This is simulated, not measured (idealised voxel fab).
The following process module bears the name voxel capacitor over wiring.
Section cut is 195 nm wide and gridded with 5 nm square cells.
Think of the cross-section as a grid of square cells. We describe it in bands, top to bottom, and each band covers one or more rows of those cells.
What a band's entry tells you: where the top is and where the bottom is, as heights in nm, and after that what lies inside, material by material from left to right, each with its width in nm. Empty space is written as the word "empty", and a single material marked with the word "throughout" occupies the band from edge to edge.
Heights are measured from 0, the level below which the as-received wafer is all one material; the lowest band has no bottom and continues downward, written as in "0..down".
You'd read "30 to 40" like this: the band's top row of cells is as wide as the first number, its bottom row is as wide as the second, and going down, every row changes width by the same amount as the row before did.
What does "same as before" mean for a step? It means no cell of the cross-section changed in that step.
Heads up: "Fully sealed voids" only lists the empty pockets with no open path to the top that are 8 cells or more, and it writes them as width x height at distance, distance from the left edge, in nm.
Whatever follows a step's settings on its line is a remark the simulator itself makes about that step.
Regarding "overlay nm": on a step with a mask, it is the distance the mask lay to the right of its planned place; a negative value places it to the left.
Set out below are the planned steps of the process:
1 RECEIVE with material Si
2 CONFORMAL_DEP with material SiO2, thk nm 10
3 DIRECTIONAL_DEP with material TiN, thk nm 5
4 DIRECTIONAL_DEP with material W, thk nm 25
5 DIRECTIONAL_DEP with material aC, thk nm 15
6 PATTERN with tone cover, mask id METAL_1, material resist, width nm 30, pitch nm 85, thk nm 30, overlay nm 0
7 DIRECTIONAL_ETCH with etch materials aC, depth nm 15
8 STRIP with etch materials resist
9 DIRECTIONAL_ETCH with etch materials W, depth nm 25
10 DIRECTIONAL_ETCH with etch materials TiN, depth nm 5
11 STRIP with etch materials aC
12 FILL_DEP with material lowk, thk nm 10
13 CMP with height nm 40
14 CONFORMAL_DEP with material SiCN, thk nm 5
15 DIRECTIONAL_DEP with material lowk, thk nm 15
16 MASKED_ETCH with tone open, mask id PLUG_1, width nm 15, etch materials lowk, depth nm 15, overlay nm 0
17 MASKED_ETCH with tone open, mask id PLUG_1, width nm 15, etch materials SiCN, depth nm 5, overlay nm 0
18 EPI with material Ru, thk nm 10
19 EPI with material Ru, thk nm 10
20 DIRECTIONAL_DEP with material TiN, thk nm 10
21 DIRECTIONAL_DEP with material Al2O3, thk nm 5
22 DIRECTIONAL_DEP with material TiN, thk nm 5
23 MASKED_ETCH with tone cover, mask id UPPER_PLATE, width nm 60, etch materials TiN, depth nm 10, overlay nm 0
24 MASKED_ETCH with tone cover, mask id UPPER_PLATE, width nm 60, etch materials Al2O3, depth nm 5, overlay nm 0
25 DIRECTIONAL_DEP with material aC, thk nm 15
26 PATTERN with tone cover, mask id LOWER_PLATE, material resist, width nm 70, thk nm 30, overlay nm 0
27 DIRECTIONAL_ETCH with etch materials aC, depth nm 15
28 STRIP with etch materials resist
29 DIRECTIONAL_ETCH with etch materials TiN, depth nm 10
30 STRIP with etch materials aC
31 FILL_DEP with material SiO2, thk nm 20
32 CMP with height nm 100
33 PATTERN with tone open, mask id PLUG_2, material resist, width nm 15, thk nm 15, overlay nm 0
34 DIRECTIONAL_ETCH with etch materials SiO2, depth nm 15
35 STRIP with etch materials resist
36 CONFORMAL_DEP with material TiN, thk nm 5
37 FILL_DEP with material W, thk nm 5
38 CMP with height nm 100
39 CONFORMAL_DEP with material SiCN, thk nm 5
What sets these wafers apart? The thk nm at step 22. They all start alike, and the plan carries the first wafer's value.
Cross-section of the first of several wafers on receipt, reflecting completion of step 1:
	0..down  Si throughout
	Fully sealed voids: none
First of several wafers in cross-section at module end, following the final step, step 39:
	105..100  SiCN throughout
	100..90  SiO2: 65; TiN: 5; W: 5; TiN: 5; SiO2: 115
	90..85  SiO2: 65; TiN: 15; SiO2: 115
	85..80  SiO2 throughout
	80..75  SiO2: 55; TiN: 60; SiO2: 80
	75..70  SiO2: 55; Al2O3: 60; SiO2: 80
	70..60  SiO2: 50; TiN: 70; SiO2: 75
	60..45  lowk: 55; Ru: 15; lowk: 125
	45..40  SiCN: 55; Ru: 15; SiCN: 125
	40..15  lowk: 40; W: 30; lowk: 55; W: 30; lowk: 40
	15..10  lowk: 40; TiN: 30; lowk: 55; TiN: 30; lowk: 40
	10..0  SiO2 throughout
	0..down  Si throughout
	Fully sealed voids: none
Last wafer x-sec, end of module:
	105..100  SiCN throughout
	100..90  SiO2: 55; TiN: 60; SiO2: 80
	90..80  SiO2: 50; TiN: 70; SiO2: 75
	80..75  TiN throughout
	75..70  Al2O3 throughout
	70..60  TiN throughout
	60..45  lowk: 55; Ru: 15; lowk: 125
	45..40  SiCN: 55; Ru: 15; SiCN: 125
	40..15  lowk: 40; W: 30; lowk: 55; W: 30; lowk: 40
	15..10  lowk: 40; TiN: 30; lowk: 55; TiN: 30; lowk: 40
	10..0  SiO2 throughout
	0..down  Si throughout
	Fully sealed voids: none
Wafer rows, end of module: cells per material gained (+) or lost (-) since receipt; closed voids last:
thk nm 5; +12 Al2O3; +12 Ru; +75 SiCN; +329 SiO2; +59 TiN; +62 W; +270 lowk; Fully sealed voids: none
thk nm 10; +12 Al2O3; +12 Ru; +75 SiCN; +317 SiO2; +71 TiN; +62 W; +270 lowk; Fully sealed voids: none
thk nm 15; +39 Al2O3; +12 Ru; +75 SiCN; +229 SiO2; +133 TiN; +61 W; +270 lowk; Fully sealed voids: none
thk nm 20; +39 Al2O3; +12 Ru; +75 SiCN; +218 SiO2; +145 TiN; +60 W; +270 lowk; Fully sealed voids: none
thk nm 25; +39 Al2O3; +12 Ru; +75 SiCN; +182 SiO2; +181 TiN; +60 W; +270 lowk; Fully sealed voids: none
